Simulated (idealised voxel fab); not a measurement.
Module name: voxel trench capacitor (process module)
Section shown: cut. Width: 255 nm. Cell size: 5 nm, square.
Format of a cross-section: grid, square cells. Given as bands. Order: top down. Band: one or more rows of cells.
This entry defines a band. It first specifies the height of the band's top and the height of its bottom in nm, and then specifies the band's materials from left to right, stating each material with its width in nm. The word "full width" identifies a single material that fills the band from edge to edge, while the word "air" identifies empty space.
Counting heights begins at 0, where everything beneath is, in the wafer as received, one material. The lowest band has no bottom; it goes on downwards, as "0 down" shows.
Width "30 to 40": first value at the band's top row of cells, second value at its bottom row, equal change from row to row.
A step reported as "stayed the same" is a step in which no cell of the cross-section changed.
Empty spaces without an open route to the top, at least 8 cells in extent, make up the entry "Enclosed void inventory"; each is given as width x height at distance, where the distance is measured from the left edge, and all are in nm.
Note: text after step settings on the step line = simulator remark on that step.
When a step includes a mask, the "overlay nm" setting on its line states how far to the right of its planned place that mask lay, and negative values state how far to the left.
These are the steps we planned for the process
step 1: RECEIVE, material Si
step 2: CONFORMAL_DEP, material SiN, thk nm 5
step 3: PATTERN, tone open, mask id TRENCH, material resist, width nm 25, pitch nm 40, thk nm 20, overlay nm 0
step 4: DIRECTIONAL_ETCH, etch materials SiN, depth nm 5
step 5: DIRECTIONAL_ETCH, etch materials Si, depth nm 30
step 6: STRIP, etch materials resist
step 7: CONFORMAL_DEP, material HfO2, thk nm 5
step 8: CONFORMAL_DEP, material TiN, thk nm 5
step 9: FILL_DEP, material W, thk nm 5
step 10: CMP, height nm 5
Cross-section: wafer on arrival = after step 1
> 0 down | Si full width
> Enclosed void inventory: none
The first of the two wafers as seen in cross-section once the module was finished; processing followed the plan
> 5 to 0 | 95 SiN; 5 HfO2; 5 TiN; 5 W; 5 TiN; 5 HfO2; 15 SiN; 5 HfO2; 5 TiN; 5 W; 5 TiN; 5 HfO2; 95 SiN
> 0 to -20 | 95 Si; 5 HfO2; 5 TiN; 5 W; 5 TiN; 5 HfO2; 15 Si; 5 HfO2; 5 TiN; 5 W; 5 TiN; 5 HfO2; 95 Si
> -20 to -25 | 95 Si; 5 HfO2; 15 TiN; 5 HfO2; 15 Si; 5 HfO2; 15 TiN; 5 HfO2; 95 Si
> -25 to -30 | 95 Si; 25 HfO2; 15 Si; 25 HfO2; 95 Si
> -30 down | Si full width
> Enclosed void inventory: none
Now the second wafer, cross-sectioned at the end of the module. Nothing different at the start, nothing different in the plan compared with the first, just one mistake when it was actually run
> 5 to 0 | 95 SiN; 5 HfO2; 5 TiN; 5 W; 5 TiN; 5 HfO2; 15 SiN; 5 HfO2; 5 TiN; 5 W; 5 TiN; 5 HfO2; 95 SiN
> 0 to -50 | 95 Si; 5 HfO2; 5 TiN; 5 W; 5 TiN; 5 HfO2; 15 Si; 5 HfO2; 5 TiN; 5 W; 5 TiN; 5 HfO2; 95 Si
> -50 to -55 | 95 Si; 5 HfO2; 15 TiN; 5 HfO2; 15 Si; 5 HfO2; 15 TiN; 5 HfO2; 95 Si
> -55 to -60 | 95 Si; 25 HfO2; 15 Si; 25 HfO2; 95 Si
> -60 down | Si full width
> Enclosed void inventory: none
Nonconformance to the process plan: twice, step 5 of the plan was run
The final cell counts differ between the wafers, with the second having more or fewer of some materials than the first: +24 HfO2, -60 Si, +24 TiN, +12 W
